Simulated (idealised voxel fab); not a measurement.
Proc. module: voxel transistor to metal
Cross-sectional view cut (width: 155 nm; square cell size: 5 nm).
Cross-section = grid of square cells, listed top down in bands; band = one or more rows.
Band entry format. Leading values: height of top, height of bottom, nm. Remainder: materials in left-to-right order, each with its width in nm. Special words: "everywhere" on a single material, which then fills the band edge to edge; "air", empty space.
It should be noted that heights are counted from 0, beneath which the wafer as supplied is of one material throughout, and that the lowest band possesses no lower boundary but continues downward, as written in "top 0, no bottom".
It should be noted that a width expressed as "30 to 40" varies in equal increments from row to row of cells within the band, taking the value of the first number at the top row and that of the second number at the bottom row.
When a step is marked "remained the same", none of the cells in the cross-section changed during that step.
What "Enclosed void inventory" gives you is every empty space of 8 cells or more that is cut off from the top. Each appears as width x height at distance, with the distance taken from the left edge and width, height and distance all in nm.
It should be noted that, on the line of a given step, the content following the step's settings is a remark produced by the simulator itself with respect to that step.
overlay nm: how far to the right of its planned place the mask lay on this masked step (negative: to the left).

# Steps in the process plan
1. RECEIVE [material Si]
2. OXIDIZE [depth nm 5]
3. CONFORMAL_DEP [material SiN] [thk nm 15]
4. DIRECTIONAL_DEP [material aC] [thk nm 15]
5. PATTERN [tone cover] [mask id ACTIVE] [material resist] [width nm 120] [thk nm 30] [overlay nm 0]
6. DIRECTIONAL_ETCH [etch materials aC] [depth nm 15]
7. STRIP [etch materials resist]
8. DIRECTIONAL_ETCH [etch materials SiN] [depth nm 15]
9. DIRECTIONAL_ETCH [etch materials SiO2] [depth nm 5]
10. DIRECTIONAL_ETCH [etch materials Si] [depth nm 35]
11. STRIP [etch materials aC]
12. FILL_DEP [material SiO2] [thk nm 15]
13. CMP [height nm 15]
14. SELECTIVE_ETCH [etch materials SiO2] [depth nm 5]
15. STRIP [etch materials SiN]
16. SELECTIVE_ETCH [etch materials SiO2] [depth nm 5]
17. OXIDIZE [depth nm 5]
18. DIRECTIONAL_DEP [material polySi] [thk nm 20]
19. DIRECTIONAL_DEP [material SiCN] [thk nm 10]
20. MASKED_ETCH [tone cover] [mask id GATE] [width nm 30] [etch materials SiCN] [depth nm 20] [overlay nm 0]
21. MASKED_ETCH [tone cover] [mask id GATE] [width nm 30] [etch materials polySi] [depth nm 30] [overlay nm 0]
22. CONFORMAL_DEP [material SiO2] [thk nm 5]
23. DIRECTIONAL_ETCH [etch materials SiO2] [depth nm 5]
24. CONFORMAL_DEP [material SiN] [thk nm 10]
25. DIRECTIONAL_ETCH [etch materials SiN] [depth nm 10]
26. DIRECTIONAL_ETCH [etch materials SiO2] [depth nm 5]
27. DIRECTIONAL_ETCH [etch materials Si] [depth nm 15]
28. EPI [material SiGe] [thk nm 15]
29. FILL_DEP [material SiO2] [thk nm 10]
30. CMP [height nm 15]
31. STRIP [etch materials polySi]
32. SELECTIVE_ETCH [etch materials SiO2] [depth nm 5]
33. CONFORMAL_DEP [material HfO2] [thk nm 5]
34. CONFORMAL_DEP [material TiN] [thk nm 5]
35. FILL_DEP [material W] [thk nm 10]
36. CMP [height nm 10]
37. DIRECTIONAL_DEP [material SiO2] [thk nm 15]
38. DIRECTIONAL_DEP [material aC] [thk nm 15]
39. PATTERN [tone open] [mask id CONTACT] [material resist] [width nm 20] [pitch nm 80] [thk nm 30] [overlay nm 0]
40. DIRECTIONAL_ETCH [etch materials aC] [depth nm 15]
41. STRIP [etch materials resist]
42. DIRECTIONAL_ETCH [etch materials SiO2] [depth nm 20]
43. STRIP [etch materials aC]
44. CONFORMAL_DEP [material TiN] [thk nm 5]
45. FILL_DEP [material W] [thk nm 5]
46. CMP [height nm 25]
47. DIRECTIONAL_DEP [material TiN] [thk nm 5]
48. DIRECTIONAL_DEP [material W] [thk nm 15]
49. MASKED_ETCH [tone cover] [mask id METAL_1] [width nm 20] [pitch nm 80] [etch materials W] [depth nm 15] [overlay nm 0]
50. MASKED_ETCH [tone cover] [mask id METAL_1] [width nm 20] [pitch nm 80] [etch materials TiN] [depth nm 5] [overlay nm 0]
51. FILL_DEP [material SiO2] [thk nm 5]
52. CMP [height nm 45]
53. CONFORMAL_DEP [material SiCN] [thk nm 5]

# First of the two wafers, run per plan

# As received (post step 1): cross-section
* top 0, no bottom: Si everywhere
* Enclosed void inventory: none

# Take a look at the wafer's cross-section after step 2
* top 0, bottom -5: SiO2 everywhere
* Beneath the level -5, the cross-section is identical to its previous state.

# Take a look at the wafer's cross-section after step 3
* top 15, bottom 0: SiN everywhere
* Beneath the level 0, the cross-section is identical to its previous state.

# Take a look at the wafer's cross-section after step 4
* top 30, bottom 15: aC everywhere
* Beneath the level 15, the cross-section is identical to its previous state.

# Take a look at the wafer's cross-section after step 5
* top 60, bottom 30: air=15; resist=120; air=20
* Beneath the level 30, the cross-section is identical to its previous state.

# Take a look at the wafer's cross-section after step 6
* top 45, bottom 30: air=15; resist=120; air=20
* top 30, bottom 15: air=15; aC=120; air=20
* Beneath the level 15, the cross-section is identical to its previous state.

# Take a look at the wafer's cross-section after step 7
* top 30, bottom 15: air=15; aC=120; air=20
* Beneath the level 15, the cross-section is identical to its previous state.

# Take a look at the wafer's cross-section after step 8
* top 30, bottom 15: air=15; aC=120; air=20
* top 15, bottom 0: air=15; SiN=120; air=20
* Beneath the level 0, the cross-section is identical to its previous state.

# Take a look at the wafer's cross-section after step 9
* top 30, bottom 15: air=15; aC=120; air=20
* top 15, bottom 0: air=15; SiN=120; air=20
* top 0, bottom -5: air=15; SiO2=120; air=20
* Beneath the level -5, the cross-section is identical to its previous state.

# Take a look at the wafer's cross-section after step 10
* top 30, bottom 15: air=15; aC=120; air=20
* top 15, bottom 0: air=15; SiN=120; air=20
* top 0, bottom -5: air=15; SiO2=120; air=20
* top -5, bottom -40: air=15; Si=120; air=20
* Beneath the level -40, the cross-section is identical to its previous state.

# Take a look at the wafer's cross-section after step 11
* top 15, bottom 0: air=15; SiN=120; air=20
* Beneath the level 0, the cross-section is identical to its previous state.

# Take a look at the wafer's cross-section after step 12
* top 30, bottom 15: SiO2 everywhere
* top 15, bottom 0: SiO2=15; SiN=120; SiO2=20
* top 0, bottom -5: SiO2 everywhere
* top -5, bottom -40: SiO2=15; Si=120; SiO2=20
* Beneath the level -40, the cross-section is identical to its previous state.

# Take a look at the wafer's cross-section after step 13
* top 15, bottom 0: SiO2=15; SiN=120; SiO2=20
* Beneath the level 0, the cross-section is identical to its previous state.

# Take a look at the wafer's cross-section after step 14
* top 15, bottom 10: air=15; SiN=120; air=20
* Beneath the level 10, the cross-section is identical to its previous state.

# Take a look at the wafer's cross-section after step 15
* top 10, bottom 0: SiO2=15; air=120; SiO2=20
* Beneath the level 0, the cross-section is identical to its previous state.

# Take a look at the wafer's cross-section after step 16
* top 5, bottom -5: SiO2=10; air=130; SiO2=15
* Beneath the level -5, the cross-section is identical to its previous state.

# Take a look at the wafer's cross-section after step 17
* top 5, bottom -5: SiO2=10; air=130; SiO2=15
* top -5, bottom -10: SiO2 everywhere
* Beneath the level -10, the cross-section is identical to its previous state.

# Take a look at the wafer's cross-section after step 18
* top 25, bottom 15: polySi=10; air=130; polySi=15
* top 15, bottom 5: polySi everywhere
* top 5, bottom -5: SiO2=10; polySi=130; SiO2=15
* Beneath the level -5, the cross-section is identical to its previous state.

# Take a look at the wafer's cross-section after step 19
* top 35, bottom 25: SiCN=10; air=130; SiCN=15
* top 25, bottom 15: polySi=10; SiCN=130; polySi=15
* Beneath the level 15, the cross-section is identical to its previous state.

# Take a look at the wafer's cross-section after step 20
* top 25, bottom 15: polySi=10; air=50; SiCN=30; air=50; polySi=15
* Beneath the level 15, the cross-section is identical to its previous state.

# Take a look at the wafer's cross-section after step 21
* top 25, bottom 15: air=60; SiCN=30; air=65
* top 15, bottom 5: air=60; polySi=30; air=65
* top 5, bottom -5: SiO2=10; air=50; polySi=30; air=50; SiO2=15
* Beneath the level -5, the cross-section is identical to its previous state.

# Take a look at the wafer's cross-section after step 22
* top 30, bottom 25: air=55; SiO2=40; air=60
* top 25, bottom 15: air=55; SiO2=5; SiCN=30; SiO2=5; air=60
* top 15, bottom 10: air=55; SiO2=5; polySi=30; SiO2=5; air=60
* top 10, bottom 0: SiO2=15; air=40; SiO2=5; polySi=30; SiO2=5; air=40; SiO2=20
* top 0, bottom -5: SiO2=60; polySi=30; SiO2=65
* Beneath the level -5, the cross-section is identical to its previous state.

# Take a look at the wafer's cross-section after step 23
* top 25, bottom 15: air=55; SiO2=5; SiCN=30; SiO2=5; air=60
* top 15, bottom 5: air=55; SiO2=5; polySi=30; SiO2=5; air=60
* top 5, bottom -5: SiO2=15; air=40; SiO2=5; polySi=30; SiO2=5; air=40; SiO2=20
* Beneath the level -5, the cross-section is identical to its previous state.

# Take a look at the wafer's cross-section after step 24
* top 35, bottom 25: air=45; SiN=60; air=50
* top 25, bottom 15: air=45; SiN=10; SiO2=5; SiCN=30; SiO2=5; SiN=10; air=50
* top 15, bottom 5: SiN=25; air=20; SiN=10; SiO2=5; polySi=30; SiO2=5; SiN=10; air=20; SiN=30
* top 5, bottom -5: SiO2=15; SiN=40; SiO2=5; polySi=30; SiO2=5; SiN=40; SiO2=20
* Beneath the level -5, the cross-section is identical to its previous state.

# Take a look at the wafer's cross-section after step 25
* top 25, bottom 15: air=45; SiN=10; SiO2=5; SiCN=30; SiO2=5; SiN=10; air=50
* top 15, bottom 5: air=45; SiN=10; SiO2=5; polySi=30; SiO2=5; SiN=10; air=50
* top 5, bottom -5: SiO2=15; SiN=10; air=20; SiN=10; SiO2=5; polySi=30; SiO2=5; SiN=10; air=20; SiN=10; SiO2=20
* Beneath the level -5, the cross-section is identical to its previous state.

# Take a look at the wafer's cross-section after step 26
* top 25, bottom 20: air=45; SiN=10; air=5; SiCN=30; air=5; SiN=10; air=50
* top 20, bottom 15: air=45; SiN=10; SiO2=5; SiCN=30; SiO2=5; SiN=10; air=50
* top 15, bottom 5: air=45; SiN=10; SiO2=5; polySi=30; SiO2=5; SiN=10; air=50
* top 5, bottom 0: air=15; SiN=10; air=20; SiN=10; SiO2=5; polySi=30; SiO2=5; SiN=10; air=20; SiN=10; air=20
* top 0, bottom -5: SiO2=15; SiN=10; air=20; SiN=10; SiO2=5; polySi=30; SiO2=5; SiN=10; air=20; SiN=10; SiO2=20
* top -5, bottom -10: SiO2=25; air=20; SiO2=60; air=20; SiO2=30
* Beneath the level -10, the cross-section is identical to its previous state.

# Take a look at the wafer's cross-section after step 27
* top 25, bottom 20: air=45; SiN=10; air=5; SiCN=30; air=5; SiN=10; air=50
* top 20, bottom 15: air=45; SiN=10; SiO2=5; SiCN=30; SiO2=5; SiN=10; air=50
* top 15, bottom 5: air=45; SiN=10; SiO2=5; polySi=30; SiO2=5; SiN=10; air=50
* top 5, bottom 0: air=15; SiN=10; air=20; SiN=10; SiO2=5; polySi=30; SiO2=5; SiN=10; air=20; SiN=10; air=20
* top 0, bottom -5: SiO2=15; SiN=10; air=20; SiN=10; SiO2=5; polySi=30; SiO2=5; SiN=10; air=20; SiN=10; SiO2=20
* top -5, bottom -10: SiO2=25; air=20; SiO2=60; air=20; SiO2=30
* top -10, bottom -25: SiO2=15; Si=10; air=20; Si=60; air=20; Si=10; SiO2=20
* Beneath the level -25, the cross-section is identical to its previous state.

# Take a look at the wafer's cross-section after step 28
* top 25, bottom 20: air=45; SiN=10; air=5; SiCN=30; air=5; SiN=10; air=50
* top 20, bottom 15: air=45; SiN=10; SiO2=5; SiCN=30; SiO2=5; SiN=10; air=50
* top 15, bottom 5: air=45; SiN=10; SiO2=5; polySi=30; SiO2=5; SiN=10; air=50
* top 5, bottom 0: air=15; SiN=10; SiGe=20; SiN=10; SiO2=5; polySi=30; SiO2=5; SiN=10; SiGe=20; SiN=10; air=20
* top 0, bottom -5: SiO2=15; SiN=10; SiGe=20; SiN=10; SiO2=5; polySi=30; SiO2=5; SiN=10; SiGe=20; SiN=10; SiO2=20
* top -5, bottom -10: SiO2=25; SiGe=20; SiO2=60; SiGe=20; SiO2=30
* top -10, bottom -25: SiO2=15; Si=10; SiGe=20; Si=60; SiGe=20; Si=10; SiO2=20
* Beneath the level -25, the cross-section is identical to its previous state.

# Take a look at the wafer's cross-section after step 29
* top 35, bottom 25: SiO2 everywhere
* top 25, bottom 15: SiO2=45; SiN=10; SiO2=5; SiCN=30; SiO2=5; SiN=10; SiO2=50
* top 15, bottom 5: SiO2=45; SiN=10; SiO2=5; polySi=30; SiO2=5; SiN=10; SiO2=50
* top 5, bottom -5: SiO2=15; SiN=10; SiGe=20; SiN=10; SiO2=5; polySi=30; SiO2=5; SiN=10; SiGe=20; SiN=10; SiO2=20
* Beneath the level -5, the cross-section is identical to its previous state.

# Take a look at the wafer's cross-section after step 30
* top 15, bottom 5: SiO2=45; SiN=10; SiO2=5; polySi=30; SiO2=5; SiN=10; SiO2=50
* Beneath the level 5, the cross-section is identical to its previous state.

# Take a look at the wafer's cross-section after step 31
* top 15, bottom 5: SiO2=45; SiN=10; SiO2=5; air=30; SiO2=5; SiN=10; SiO2=50
* top 5, bottom -5: SiO2=15; SiN=10; SiGe=20; SiN=10; SiO2=5; air=30; SiO2=5; SiN=10; SiGe=20; SiN=10; SiO2=20
* Beneath the level -5, the cross-section is identical to its previous state.

# Take a look at the wafer's cross-section after step 32
* top 15, bottom 10: air=45; SiN=10; air=40; SiN=10; air=50
* top 10, bottom 5: SiO2=45; SiN=10; air=40; SiN=10; SiO2=50
* top 5, bottom -5: SiO2=15; SiN=10; SiGe=20; SiN=10; air=40; SiN=10; SiGe=20; SiN=10; SiO2=20
* top -5, bottom -10: SiO2=25; SiGe=20; SiO2=10; air=40; SiO2=10; SiGe=20; SiO2=30
* Beneath the level -10, the cross-section is identical to its previous state.

# Take a look at the wafer's cross-section after step 33
* top 20, bottom 15: air=40; HfO2=20; air=30; HfO2=20; air=45
* top 15, bottom 10: HfO2=45; SiN=10; HfO2=5; air=30; HfO2=5; SiN=10; HfO2=50
* top 10, bottom 5: SiO2=45; SiN=10; HfO2=5; air=30; HfO2=5; SiN=10; SiO2=50
* top 5, bottom -5: SiO2=15; SiN=10; SiGe=20; SiN=10; HfO2=5; air=30; HfO2=5; SiN=10; SiGe=20; SiN=10; SiO2=20
* top -5, bottom -10: SiO2=25; SiGe=20; SiO2=10; HfO2=40; SiO2=10; SiGe=20; SiO2=30
* Beneath the level -10, the cross-section is identical to its previous state.

# Take a look at the wafer's cross-section after step 34
* top 25, bottom 20: air=35; TiN=30; air=20; TiN=30; air=40
* top 20, bottom 15: TiN=40; HfO2=20; TiN=5; air=20; TiN=5; HfO2=20; TiN=45
* top 15, bottom 10: HfO2=45; SiN=10; HfO2=5; TiN=5; air=20; TiN=5; HfO2=5; SiN=10; HfO2=50
* top 10, bottom 5: SiO2=45; SiN=10; HfO2=5; TiN=5; air=20; TiN=5; HfO2=5; SiN=10; SiO2=50
* top 5, bottom 0: SiO2=15; SiN=10; SiGe=20; SiN=10; HfO2=5; TiN=5; air=20; TiN=5; HfO2=5; SiN=10; SiGe=20; SiN=10; SiO2=20
* top 0, bottom -5: SiO2=15; SiN=10; SiGe=20; SiN=10; HfO2=5; TiN=30; HfO2=5; SiN=10; SiGe=20; SiN=10; SiO2=20
* Beneath the level -5, the cross-section is identical to its previous state.

# Take a look at the wafer's cross-section after step 35
* top 35, bottom 25: W everywhere
* top 25, bottom 20: W=35; TiN=30; W=20; TiN=30; W=40
* top 20, bottom 15: TiN=40; HfO2=20; TiN=5; W=20; TiN=5; HfO2=20; TiN=45
* top 15, bottom 10: HfO2=45; SiN=10; HfO2=5; TiN=5; W=20; TiN=5; HfO2=5; SiN=10; HfO2=50
* top 10, bottom 5: SiO2=45; SiN=10; HfO2=5; TiN=5; W=20; TiN=5; HfO2=5; SiN=10; SiO2=50
* top 5, bottom 0: SiO2=15; SiN=10; SiGe=20; SiN=10; HfO2=5; TiN=5; W=20; TiN=5; HfO2=5; SiN=10; SiGe=20; SiN=10; SiO2=20
* Beneath the level 0, the cross-section is identical to its previous state.

# Take a look at the wafer's cross-section after step 36
* top 10, bottom 5: SiO2=45; SiN=10; HfO2=5; TiN=5; W=20; TiN=5; HfO2=5; SiN=10; SiO2=50
* Beneath the level 5, the cross-section is identical to its previous state.

# Take a look at the wafer's cross-section after step 37
* top 25, bottom 10: SiO2 everywhere
* Beneath the level 10, the cross-section is identical to its previous state.

# Take a look at the wafer's cross-section after step 38
* top 40, bottom 25: aC everywhere
* Beneath the level 25, the cross-section is identical to its previous state.

# Take a look at the wafer's cross-section after step 39
* top 70, bottom 40: resist=25; air=20; resist=60; air=20; resist=30
* Beneath the level 40, the cross-section is identical to its previous state.

# Take a look at the wafer's cross-section after step 40
* top 55, bottom 40: resist=25; air=20; resist=60; air=20; resist=30
* top 40, bottom 25: aC=25; air=20; aC=60; air=20; aC=30
* Beneath the level 25, the cross-section is identical to its previous state.

# Take a look at the wafer's cross-section after step 41
* top 40, bottom 25: aC=25; air=20; aC=60; air=20; aC=30
* Beneath the level 25, the cross-section is identical to its previous state.

# Take a look at the wafer's cross-section after step 42
* top 40, bottom 25: aC=25; air=20; aC=60; air=20; aC=30
* top 25, bottom 10: SiO2=25; air=20; SiO2=60; air=20; SiO2=30
* top 10, bottom 5: SiO2=25; air=20; SiN=10; HfO2=5; TiN=5; W=20; TiN=5; HfO2=5; SiN=10; air=20; SiO2=30
* Beneath the level 5, the cross-section is identical to its previous state.

# Take a look at the wafer's cross-section after step 43
* top 25, bottom 10: SiO2=25; air=20; SiO2=60; air=20; SiO2=30
* Beneath the level 10, the cross-section is identical to its previous state.

# Take a look at the wafer's cross-section after step 44
* top 30, bottom 25: TiN=30; air=10; TiN=70; air=10; TiN=35
* top 25, bottom 10: SiO2=25; TiN=5; air=10; TiN=5; SiO2=60; TiN=5; air=10; TiN=5; SiO2=30
* top 10, bottom 5: SiO2=25; TiN=20; SiN=10; HfO2=5; TiN=5; W=20; TiN=5; HfO2=5; SiN=10; TiN=20; SiO2=30
* Beneath the level 5, the cross-section is identical to its previous state.

# Take a look at the wafer's cross-section after step 45
* top 35, bottom 30: W everywhere
* top 30, bottom 25: TiN=30; W=10; TiN=70; W=10; TiN=35
* top 25, bottom 10: SiO2=25; TiN=5; W=10; TiN=5; SiO2=60; TiN=5; W=10; TiN=5; SiO2=30
* Beneath the level 10, the cross-section is identical to its previous state.

# Take a look at the wafer's cross-section after step 46
* top 25, bottom 10: SiO2=25; TiN=5; W=10; TiN=5; SiO2=60; TiN=5; W=10; TiN=5; SiO2=30
* Beneath the level 10, the cross-section is identical to its previous state.

# Take a look at the wafer's cross-section after step 47
* top 30, bottom 25: TiN everywhere
* Beneath the level 25, the cross-section is identical to its previous state.

# Take a look at the wafer's cross-section after step 48
* top 45, bottom 30: W everywhere
* Beneath the level 30, the cross-section is identical to its previous state.

# Take a look at the wafer's cross-section after step 49
* top 45, bottom 30: air=25; W=20; air=60; W=20; air=30
* Beneath the level 30, the cross-section is identical to its previous state.

# Take a look at the wafer's cross-section after step 50
* top 45, bottom 30: air=25; W=20; air=60; W=20; air=30
* top 30, bottom 25: air=25; TiN=20; air=60; TiN=20; air=30
* Beneath the level 25, the cross-section is identical to its previous state.

# Take a look at the wafer's cross-section after step 51
* top 50, bottom 45: SiO2 everywhere
* top 45, bottom 30: SiO2=25; W=20; SiO2=60; W=20; SiO2=30
* top 30, bottom 25: SiO2=25; TiN=20; SiO2=60; TiN=20; SiO2=30
* Beneath the level 25, the cross-section is identical to its previous state.

# Take a look at the wafer's cross-section after step 52
* top 45, bottom 30: SiO2=25; W=20; SiO2=60; W=20; SiO2=30
* Beneath the level 30, the cross-section is identical to its previous state.

# Take a look at the wafer's cross-section after step 53
* top 50, bottom 45: SiCN everywhere
* Beneath the level 45, the cross-section is identical to its previous state.

# Okay, second wafer. Nothing different at the start, nothing different in the plan, just one mistake somewhere in the running. As far as step 32, counting that step, it's the first wafer all over again

Cross-section of the second wafer when, according to plan, step 33 should have finished: remained the same

# Cross-section of the second wafer when, according to plan, step 34 should have finished
* top 20, bottom 15: air=40; TiN=20; air=30; TiN=20; air=45
* top 15, bottom 10: TiN=45; SiN=10; TiN=5; air=30; TiN=5; SiN=10; TiN=50
* top 10, bottom 5: SiO2=45; SiN=10; TiN=5; air=30; TiN=5; SiN=10; SiO2=50
* top 5, bottom -5: SiO2=15; SiN=10; SiGe=20; SiN=10; TiN=5; air=30; TiN=5; SiN=10; SiGe=20; SiN=10; SiO2=20
* top -5, bottom -10: SiO2=25; SiGe=20; SiO2=10; TiN=40; SiO2=10; SiGe=20; SiO2=30
* Beneath the level -10, the cross-section is identical to its previous state.

# Cross-section of the second wafer when, according to plan, step 35 should have finished
* top 30, bottom 20: W everywhere
* top 20, bottom 15: W=40; TiN=20; W=30; TiN=20; W=45
* top 15, bottom 10: TiN=45; SiN=10; TiN=5; W=30; TiN=5; SiN=10; TiN=50
* top 10, bottom 5: SiO2=45; SiN=10; TiN=5; W=30; TiN=5; SiN=10; SiO2=50
* top 5, bottom -5: SiO2=15; SiN=10; SiGe=20; SiN=10; TiN=5; W=30; TiN=5; SiN=10; SiGe=20; SiN=10; SiO2=20
* Beneath the level -5, the cross-section is identical to its previous state.

# Cross-section of the second wafer when, according to plan, step 36 should have finished
* top 10, bottom 5: SiO2=45; SiN=10; TiN=5; W=30; TiN=5; SiN=10; SiO2=50
* Beneath the level 5, the cross-section is identical to its previous state.

# Cross-section of the second wafer when, according to plan, step 37 should have finished
* top 25, bottom 10: SiO2 everywhere
* Beneath the level 10, the cross-section is identical to its previous state.

# Cross-section of the second wafer when, according to plan, step 38 should have finished
* top 40, bottom 25: aC everywhere
* Beneath the level 25, the cross-section is identical to its previous state.

# Cross-section of the second wafer when, according to plan, step 39 should have finished
* top 70, bottom 40: resist=25; air=20; resist=60; air=20; resist=30
* Beneath the level 40, the cross-section is identical to its previous state.

# Cross-section of the second wafer when, according to plan, step 40 should have finished
* top 55, bottom 40: resist=25; air=20; resist=60; air=20; resist=30
* top 40, bottom 25: aC=25; air=20; aC=60; air=20; aC=30
* Beneath the level 25, the cross-section is identical to its previous state.

# Cross-section of the second wafer when, according to plan, step 41 should have finished
* top 40, bottom 25: aC=25; air=20; aC=60; air=20; aC=30
* Beneath the level 25, the cross-section is identical to its previous state.

# Cross-section of the second wafer when, according to plan, step 42 should have finished
* top 40, bottom 25: aC=25; air=20; aC=60; air=20; aC=30
* top 25, bottom 10: SiO2=25; air=20; SiO2=60; air=20; SiO2=30
* top 10, bottom 5: SiO2=25; air=20; SiN=10; TiN=5; W=30; TiN=5; SiN=10; air=20; SiO2=30
* Beneath the level 5, the cross-section is identical to its previous state.

# Cross-section of the second wafer when, according to plan, step 43 should have finished
* top 25, bottom 10: SiO2=25; air=20; SiO2=60; air=20; SiO2=30
* Beneath the level 10, the cross-section is identical to its previous state.

# Cross-section of the second wafer when, according to plan, step 44 should have finished
* top 30, bottom 25: TiN=30; air=10; TiN=70; air=10; TiN=35
* top 25, bottom 10: SiO2=25; TiN=5; air=10; TiN=5; SiO2=60; TiN=5; air=10; TiN=5; SiO2=30
* top 10, bottom 5: SiO2=25; TiN=20; SiN=10; TiN=5; W=30; TiN=5; SiN=10; TiN=20; SiO2=30
* Beneath the level 5, the cross-section is identical to its previous state.

# Cross-section of the second wafer when, according to plan, step 45 should have finished
* top 35, bottom 30: W everywhere
* top 30, bottom 25: TiN=30; W=10; TiN=70; W=10; TiN=35
* top 25, bottom 10: SiO2=25; TiN=5; W=10; TiN=5; SiO2=60; TiN=5; W=10; TiN=5; SiO2=30
* Beneath the level 10, the cross-section is identical to its previous state.

# Cross-section of the second wafer when, according to plan, step 46 should have finished
* top 25, bottom 10: SiO2=25; TiN=5; W=10; TiN=5; SiO2=60; TiN=5; W=10; TiN=5; SiO2=30
* Beneath the level 10, the cross-section is identical to its previous state.

# Cross-section of the second wafer when, according to plan, step 47 should have finished
* top 30, bottom 25: TiN everywhere
* Beneath the level 25, the cross-section is identical to its previous state.

# Cross-section of the second wafer when, according to plan, step 48 should have finished
* top 45, bottom 30: W everywhere
* Beneath the level 30, the cross-section is identical to its previous state.

# Cross-section of the second wafer when, according to plan, step 49 should have finished
* top 45, bottom 30: air=25; W=20; air=60; W=20; air=30
* Beneath the level 30, the cross-section is identical to its previous state.

# Cross-section of the second wafer when, according to plan, step 50 should have finished
* top 45, bottom 30: air=25; W=20; air=60; W=20; air=30
* top 30, bottom 25: air=25; TiN=20; air=60; TiN=20; air=30
* Beneath the level 25, the cross-section is identical to its previous state.

# Cross-section of the second wafer when, according to plan, step 51 should have finished
* top 50, bottom 45: SiO2 everywhere
* top 45, bottom 30: SiO2=25; W=20; SiO2=60; W=20; SiO2=30
* top 30, bottom 25: SiO2=25; TiN=20; SiO2=60; TiN=20; SiO2=30
* Beneath the level 25, the cross-section is identical to its previous state.

# Cross-section of the second wafer when, according to plan, step 52 should have finished
* top 45, bottom 30: SiO2=25; W=20; SiO2=60; W=20; SiO2=30
* Beneath the level 30, the cross-section is identical to its previous state.

# Cross-section of the second wafer when, according to plan, step 53 should have finished
* top 50, bottom 45: SiCN everywhere
* Beneath the level 45, the cross-section is identical to its previous state.
Want to know what went wrong? step 33 was left out
Wrapping up, a cell-based count of both wafers puts the second over or under the first for these materials: -14 HfO2, +4 TiN, +10 W
